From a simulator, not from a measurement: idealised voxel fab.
process module | voxel local oxidation
cross-section cut | 155 nm wide | cells 5 nm
A cross-section is a grid of square cells, given in bands from the top down. A band is one or more rows of cells.
Each band's line starts with the height of the band's top and of its bottom, in nm. Then come its materials from left to right, each with its width in nm. One material with "throughout" fills the band from edge to edge. "air" is empty space.
Height 0 is the level under which the wafer as received is all one material. The lowest band goes on downwards, as in "0 down".
A width such as "30 to 40" changes by the same amount from each row of cells to the next, from the band's top row to its bottom row.
"no change" after a step means that no cell of the cross-section changed.
closed voids: empty space of 8 cells or more with no open way to the top, each as width x height at its distance from the left edge, in nm
after a step's settings: what the simulator itself notes on the step
overlay nm, on a step with a mask: how far to the right of its planned place the mask lay; to the left if negative
plan
1 op RECEIVE | material Si
2 op CONFORMAL_DEP | material SiO2 | thk nm 5
3 op CONFORMAL_DEP | material SiN | thk nm 10
4 op DIRECTIONAL_DEP | material aC | thk nm 15
5 op PATTERN | tone cover | mask id ACTIVE | material resist | width nm 115 | thk nm 30 | overlay nm 0
6 op DIRECTIONAL_ETCH | etch materials aC | depth nm 15
7 op STRIP | etch materials resist
8 op DIRECTIONAL_ETCH | etch materials SiN | depth nm 10
9 op STRIP | etch materials aC
10 op SELECTIVE_ETCH | etch materials SiO2 | depth nm 5
11 op OXIDIZE | depth nm 10
12 op STRIP | etch materials SiN
varied across the wafers: width nm of step 5. The plan shows the first wafer's value. All wafers start alike
first wafer as received, after step 1
  0 down: Si throughout
  closed voids: none
each wafer at the end: cells of each material gained (+) or lost (-) since it was received, then its closed voids
width nm 115 | -28 Si | +49 SiO2 | closed voids: none
width nm 120 | -26 Si | +48 SiO2 | closed voids: none
width nm 125 | -24 Si | +47 SiO2 | closed voids: none
